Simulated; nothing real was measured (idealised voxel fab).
Name of the process module below: voxel quadruple lines
Each square cell in cross-section cut measures 5 nm, and the section as a whole is 290 nm wide.
Each cross-section below is a grid of square cells, stated as bands in top-down order, with one or more rows of cells making up each band. What a band's entry tells you: where the top is and where the bottom is, as heights in nm, and after that what lies inside, material by material from left to right, each with its width in nm. Empty space is written as the word "empty", and a single material marked with the word "throughout" occupies the band from edge to edge. The level at which height equals 0 is the one under which the wafer, as it arrives, is entirely one material. No lower edge exists for the bottom band, which continues downward and is notated as in "z 0 and below". Note: "30 to 40" means the width goes from the first number (top row of the band) to the second number (bottom row) in equal steps per row of cells. Step marked "nothing changed"? Then no cell in the cross-section changed in it. Empty spaces without an open route to the top, at least 8 cells in extent, make up the entry "Closed void entries"; each is given as width x height at distance, where the distance is measured from the left edge, and all are in nm. It should be noted that, on the line of a given step, the content following the step's settings is a remark produced by the simulator itself with respect to that step. "overlay nm" on a masked step: distance the mask lay right of its planned place, negative for left.

So here's the lineup of process steps we planned
step 1: RECEIVE [material Si]
step 2: CONFORMAL_DEP [material SiO2] [thk nm 10]
step 3: DIRECTIONAL_DEP [material Ru] [thk nm 10]
step 4: DIRECTIONAL_DEP [material polySi] [thk nm 15]
step 5: DIRECTIONAL_DEP [material aC] [thk nm 20]
step 6: PATTERN [tone cover] [mask id MANDREL] [material resist] [width nm 20] [thk nm 25] [overlay nm -15]
step 7: DIRECTIONAL_ETCH [etch materials aC] [depth nm 20]
step 8: STRIP [etch materials resist]
step 9: CONFORMAL_DEP [material SiO2] [thk nm 10]
step 10: DIRECTIONAL_ETCH [etch materials SiO2] [depth nm 10]
step 11: STRIP [etch materials aC]
step 12: DIRECTIONAL_ETCH [etch materials polySi] [depth nm 15]
step 13: STRIP [etch materials SiO2]
step 14: CONFORMAL_DEP [material SiCN] [thk nm 5]
step 15: DIRECTIONAL_ETCH [etch materials SiCN] [depth nm 5]
step 16: STRIP [etch materials polySi]
step 17: DIRECTIONAL_ETCH [etch materials Ru] [depth nm 10]
step 18: STRIP [etch materials SiCN]
step 19: FILL_DEP [material SiO2] [thk nm 10]
step 20: CMP [height nm 20]
The overlay nm used in step 6 is not the same on every wafer, whereas the starting condition is; the value printed in the plan is the first wafer's.

Cut through the first of several wafers as received, post step 1
	z 0 and below: Si throughout
	Closed void entries: none

Where each wafer stands at the end of the module, a row apiece: cells of each material gained (+) or lost (-) since it was received, then closed voids
overlay nm -15 | +8 Ru | +224 SiO2 | Closed void entries: none
overlay nm -10 | +8 Ru | +224 SiO2 | Closed void entries: none
overlay nm -5 | +8 Ru | +224 SiO2 | Closed void entries: none
overlay nm 0 | +8 Ru | +224 SiO2 | Closed void entries: none
overlay nm 5 | +8 Ru | +224 SiO2 | Closed void entries: none
overlay nm 10 | +8 Ru | +224 SiO2 | Closed void entries: none
overlay nm 15 | +8 Ru | +224 SiO2 | Closed void entries: none
